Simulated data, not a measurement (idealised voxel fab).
process module | voxel capacitor over wiring
cross-section cut | 185 nm wide | cells 5 nm
A cross-section is a grid of square cells, given in bands from the top down. A band is one or more rows of cells.
Each band's line starts with the height of the band's top and of its bottom, in nm. Then come its materials from left to right, each with its width in nm. One material with "throughout" fills the band from edge to edge. "air" is empty space.
Height 0 is the level under which the wafer as received is all one material. The lowest band goes on downwards, as in "0 down".
A width such as "30 to 40" changes by the same amount from each row of cells to the next, from the band's top row to its bottom row.
"no change" after a step means that no cell of the cross-section changed.
closed voids: empty space of 8 cells or more with no open way to the top, each as width x height at its distance from the left edge, in nm
after a step's settings: what the simulator itself notes on the step
overlay nm, on a step with a mask: how far to the right of its planned place the mask lay; to the left if negative
plan
1 op RECEIVE | material Si
2 op CONFORMAL_DEP | material SiO2 | thk nm 10
3 op DIRECTIONAL_DEP | material TiN | thk nm 5
4 op DIRECTIONAL_DEP | material Ru | thk nm 15
5 op PATTERN | tone cover | mask id METAL_1 | material resist | width nm 20 | pitch nm 80 | thk nm 15 | overlay nm 0
6 op DIRECTIONAL_ETCH | etch materials Ru | depth nm 15
7 op DIRECTIONAL_ETCH | etch materials TiN | depth nm 5
8 op STRIP | etch materials resist
9 op FILL_DEP | material lowk | thk nm 10
10 op CMP | height nm 30
11 op CONFORMAL_DEP | material SiCN | thk nm 5
12 op DIRECTIONAL_DEP | material SiO2 | thk nm 10
13 op DIRECTIONAL_DEP | material aC | thk nm 10
14 op PATTERN | tone open | mask id PLUG_1 | material resist | width nm 15 | thk nm 30 | overlay nm 0
15 op DIRECTIONAL_ETCH | etch materials aC | depth nm 10
16 op STRIP | etch materials resist
17 op DIRECTIONAL_ETCH | etch materials SiO2 | depth nm 10
18 op DIRECTIONAL_ETCH | etch materials SiCN | depth nm 5
19 op STRIP | etch materials aC
20 op EPI | material Ru | thk nm 10
21 op EPI | material Ru | thk nm 5
22 op DIRECTIONAL_DEP | material TiN | thk nm 5
23 op DIRECTIONAL_DEP | material SiN | thk nm 5
24 op DIRECTIONAL_DEP | material TiN | thk nm 10
25 op DIRECTIONAL_DEP | material aC | thk nm 15
26 op PATTERN | tone cover | mask id UPPER_PLATE | material resist | width nm 65 | thk nm 30 | overlay nm 0
27 op DIRECTIONAL_ETCH | etch materials aC | depth nm 15
28 op STRIP | etch materials resist
29 op DIRECTIONAL_ETCH | etch materials TiN | depth nm 10
30 op DIRECTIONAL_ETCH | etch materials SiN | depth nm 5
31 op STRIP | etch materials aC
32 op PATTERN | tone cover | mask id LOWER_PLATE | material resist | width nm 75 | thk nm 15 | overlay nm 0
33 op DIRECTIONAL_ETCH | etch materials TiN | depth nm 5
34 op STRIP | etch materials resist
35 op FILL_DEP | material SiO2 | thk nm 20
36 op CMP | height nm 80
37 op PATTERN | tone open | mask id PLUG_2 | material resist | width nm 15 | thk nm 15 | overlay nm 0
38 op DIRECTIONAL_ETCH | etch materials SiO2 | depth nm 15
39 op STRIP | etch materials resist
40 op CONFORMAL_DEP | material TiN | thk nm 5
41 op FILL_DEP | material W | thk nm 5
42 op CMP | height nm 80
43 op CONFORMAL_DEP | material SiN | thk nm 5
first wafer, as planned
as received, after step 1
  0 down: Si throughout
  closed voids: none
after step 2
  10 to 0: SiO2 throughout
  below 0: unchanged
after step 3
  15 to 10: TiN throughout
  below 10: unchanged
after step 4
  30 to 15: Ru throughout
  below 15: unchanged
after step 5
  45 to 30: air 40 | resist 20 | air 60 | resist 20 | air 45
  below 30: unchanged
after step 6
  45 to 30: air 40 | resist 20 | air 60 | resist 20 | air 45
  30 to 15: air 40 | Ru 20 | air 60 | Ru 20 | air 45
  below 15: unchanged
after step 7
  45 to 30: air 40 | resist 20 | air 60 | resist 20 | air 45
  30 to 15: air 40 | Ru 20 | air 60 | Ru 20 | air 45
  15 to 10: air 40 | TiN 20 | air 60 | TiN 20 | air 45
  below 10: unchanged
after step 8
  30 to 15: air 40 | Ru 20 | air 60 | Ru 20 | air 45
  below 15: unchanged
after step 9
  40 to 30: lowk throughout
  30 to 15: lowk 40 | Ru 20 | lowk 60 | Ru 20 | lowk 45
  15 to 10: lowk 40 | TiN 20 | lowk 60 | TiN 20 | lowk 45
  below 10: unchanged
after step 10
  30 to 15: lowk 40 | Ru 20 | lowk 60 | Ru 20 | lowk 45
  below 15: unchanged
after step 11
  35 to 30: SiCN throughout
  below 30: unchanged
after step 12
  45 to 35: SiO2 throughout
  below 35: unchanged
after step 13
  55 to 45: aC throughout
  below 45: unchanged
after step 14
  85 to 55: resist 45 | air 15 | resist 125
  below 55: unchanged
after step 15
  75 to 55: resist 45 | air 15 | resist 125
  55 to 45: aC 45 | air 15 | aC 125
  below 45: unchanged
after step 16
  55 to 45: aC 45 | air 15 | aC 125
  below 45: unchanged
after step 17
  55 to 45: aC 45 | air 15 | aC 125
  45 to 35: SiO2 45 | air 15 | SiO2 125
  below 35: unchanged
after step 18
  55 to 45: aC 45 | air 15 | aC 125
  45 to 35: SiO2 45 | air 15 | SiO2 125
  35 to 30: SiCN 45 | air 15 | SiCN 125
  below 30: unchanged
after step 19
  45 to 35: SiO2 45 | air 15 | SiO2 125
  below 35: unchanged
after step 20
  45 to 40: SiO2 45 | air 15 | SiO2 125
  40 to 35: SiO2 45 | Ru 15 | SiO2 125
  35 to 30: SiCN 45 | Ru 15 | SiCN 125
  below 30: unchanged
after step 21
  45 to 35: SiO2 45 | Ru 15 | SiO2 125
  below 35: unchanged
after step 22
  50 to 45: TiN throughout
  below 45: unchanged
after step 23
  55 to 50: SiN throughout
  below 50: unchanged
after step 24
  65 to 55: TiN throughout
  below 55: unchanged
after step 25
  80 to 65: aC throughout
  below 65: unchanged
after step 26
  110 to 80: air 45 | resist 65 | air 75
  below 80: unchanged
after step 27
  95 to 80: air 45 | resist 65 | air 75
  80 to 65: air 45 | aC 65 | air 75
  below 65: unchanged
after step 28
  80 to 65: air 45 | aC 65 | air 75
  below 65: unchanged
after step 29
  80 to 65: air 45 | aC 65 | air 75
  65 to 55: air 45 | TiN 65 | air 75
  below 55: unchanged
after step 30
  80 to 65: air 45 | aC 65 | air 75
  65 to 55: air 45 | TiN 65 | air 75
  55 to 50: air 45 | SiN 65 | air 75
  below 50: unchanged
after step 31
  65 to 55: air 45 | TiN 65 | air 75
  below 55: unchanged
after step 32
  80 to 65: air 40 | resist 75 | air 70
  65 to 55: air 40 | resist 5 | TiN 65 | resist 5 | air 70
  55 to 50: air 40 | resist 5 | SiN 65 | resist 5 | air 70
  below 50: unchanged
after step 33
  80 to 65: air 40 | resist 75 | air 70
  65 to 55: air 40 | resist 5 | TiN 65 | resist 5 | air 70
  55 to 50: air 40 | resist 5 | SiN 65 | resist 5 | air 70
  50 to 45: air 40 | TiN 75 | air 70
  below 45: unchanged
after step 34
  65 to 55: air 45 | TiN 65 | air 75
  55 to 50: air 45 | SiN 65 | air 75
  below 50: unchanged
after step 35
  85 to 65: SiO2 throughout
  65 to 55: SiO2 45 | TiN 65 | SiO2 75
  55 to 50: SiO2 45 | SiN 65 | SiO2 75
  50 to 45: SiO2 40 | TiN 75 | SiO2 70
  below 45: unchanged
after step 36
  80 to 65: SiO2 throughout
  below 65: unchanged
after step 37
  95 to 80: resist 55 | air 15 | resist 115
  below 80: unchanged
after step 38
  95 to 80: resist 55 | air 15 | resist 115
  80 to 65: SiO2 55 | air 15 | SiO2 115
  below 65: unchanged
after step 39
  80 to 65: SiO2 55 | air 15 | SiO2 115
  below 65: unchanged
after step 40
  85 to 80: TiN 60 | air 5 | TiN 120
  80 to 70: SiO2 55 | TiN 5 | air 5 | TiN 5 | SiO2 115
  70 to 65: SiO2 55 | TiN 15 | SiO2 115
  below 65: unchanged
after step 41
  90 to 85: W throughout
  85 to 80: TiN 60 | W 5 | TiN 120
  80 to 70: SiO2 55 | TiN 5 | W 5 | TiN 5 | SiO2 115
  below 70: unchanged
after step 42
  80 to 70: SiO2 55 | TiN 5 | W 5 | TiN 5 | SiO2 115
  below 70: unchanged
after step 43
  85 to 80: SiN throughout
  below 80: unchanged
second wafer: like start, like plan, one mistake. Through step 10 it matches the first wafer
when step 11 should have ended
  40 to 30: SiO2 throughout
  below 30: unchanged
when step 12 should have ended
  45 to 40: SiCN throughout
  below 40: unchanged
when step 13 should have ended
  55 to 45: aC throughout
  below 45: unchanged
when step 14 should have ended
  85 to 55: resist 45 | air 15 | resist 125
  below 55: unchanged
when step 15 should have ended
  75 to 55: resist 45 | air 15 | resist 125
  55 to 45: aC 45 | air 15 | aC 125
  below 45: unchanged
when step 16 should have ended
  55 to 45: aC 45 | air 15 | aC 125
  below 45: unchanged
when step 17 should have ended: no change
when step 18 should have ended
  55 to 45: aC 45 | air 15 | aC 125
  45 to 40: SiCN 45 | air 15 | SiCN 125
  below 40: unchanged
when step 19 should have ended
  45 to 40: SiCN 45 | air 15 | SiCN 125
  below 40: unchanged
when step 20 should have ended: no change
when step 21 should have ended: no change
when step 22 should have ended
  50 to 45: TiN 45 | air 15 | TiN 125
  45 to 40: SiCN 45 | TiN 15 | SiCN 125
  below 40: unchanged
when step 23 should have ended
  55 to 50: SiN 45 | air 15 | SiN 125
  50 to 45: TiN 45 | SiN 15 | TiN 125
  below 45: unchanged
when step 24 should have ended
  65 to 60: TiN 45 | air 15 | TiN 125
  60 to 55: TiN throughout
  55 to 50: SiN 45 | TiN 15 | SiN 125
  below 50: unchanged
when step 25 should have ended
  80 to 75: aC 45 | air 15 | aC 125
  75 to 65: aC throughout
  65 to 60: TiN 45 | aC 15 | TiN 125
  below 60: unchanged
when step 26 should have ended
  110 to 80: air 45 | resist 65 | air 75
  80 to 75: aC 45 | resist 15 | aC 125
  below 75: unchanged
when step 27 should have ended
  95 to 80: air 45 | resist 65 | air 75
  80 to 75: air 45 | resist 15 | aC 50 | air 75
  75 to 65: air 45 | aC 65 | air 75
  below 65: unchanged
when step 28 should have ended
  80 to 75: air 60 | aC 50 | air 75
  below 75: unchanged
when step 29 should have ended
  80 to 75: air 60 | aC 50 | air 75
  75 to 65: air 45 | aC 65 | air 75
  65 to 60: air 45 | aC 15 | TiN 50 | air 75
  60 to 55: air 45 | TiN 65 | air 75
  below 55: unchanged
when step 30 should have ended
  80 to 75: air 60 | aC 50 | air 75
  75 to 65: air 45 | aC 65 | air 75
  65 to 60: air 45 | aC 15 | TiN 50 | air 75
  60 to 55: air 45 | TiN 65 | air 75
  55 to 50: air 45 | TiN 15 | SiN 50 | air 75
  below 50: unchanged
when step 31 should have ended
  65 to 55: air 60 to 45 | TiN 50 to 65 | air 75
  below 55: unchanged
when step 32 should have ended
  80 to 65: air 40 | resist 75 | air 70
  65 to 55: air 40 | resist 20 to 5 | TiN 50 to 65 | resist 5 | air 70
  55 to 50: air 40 | resist 5 | TiN 15 | SiN 50 | resist 5 | air 70
  below 50: unchanged
when step 33 should have ended
  80 to 65: air 40 | resist 75 | air 70
  65 to 55: air 40 | resist 20 to 5 | TiN 50 to 65 | resist 5 | air 70
  55 to 50: air 40 | resist 5 | TiN 15 | SiN 50 | resist 5 | air 70
  50 to 45: air 40 | TiN 5 | SiN 15 | TiN 55 | air 70
  below 45: unchanged
when step 34 should have ended
  65 to 55: air 60 to 45 | TiN 50 to 65 | air 75
  55 to 50: air 45 | TiN 15 | SiN 50 | air 75
  below 50: unchanged
when step 35 should have ended
  85 to 65: SiO2 throughout
  65 to 55: SiO2 60 to 45 | TiN 50 to 65 | SiO2 75
  55 to 50: SiO2 45 | TiN 15 | SiN 50 | SiO2 75
  50 to 45: SiO2 40 | TiN 5 | SiN 15 | TiN 55 | SiO2 70
  below 45: unchanged
when step 36 should have ended
  80 to 65: SiO2 throughout
  below 65: unchanged
when step 37 should have ended
  95 to 80: resist 55 | air 15 | resist 115
  below 80: unchanged
when step 38 should have ended
  95 to 80: resist 55 | air 15 | resist 115
  80 to 65: SiO2 55 | air 15 | SiO2 115
  below 65: unchanged
when step 39 should have ended
  80 to 65: SiO2 55 | air 15 | SiO2 115
  below 65: unchanged
when step 40 should have ended
  85 to 80: TiN 60 | air 5 | TiN 120
  80 to 70: SiO2 55 | TiN 5 | air 5 | TiN 5 | SiO2 115
  70 to 60: SiO2 55 to 60 | TiN 15 to 50 | SiO2 115 to 75
  below 60: unchanged
when step 41 should have ended
  90 to 85: W throughout
  85 to 80: TiN 60 | W 5 | TiN 120
  80 to 70: SiO2 55 | TiN 5 | W 5 | TiN 5 | SiO2 115
  below 70: unchanged
when step 42 should have ended
  80 to 70: SiO2 55 | TiN 5 | W 5 | TiN 5 | SiO2 115
  below 70: unchanged
when step 43 should have ended
  85 to 80: SiN throughout
  below 80: unchanged
what went wrong: steps 11 and 12 were swapped
at the end the second wafer has, in cells: 9 fewer of Ru | 9 more of SiO2
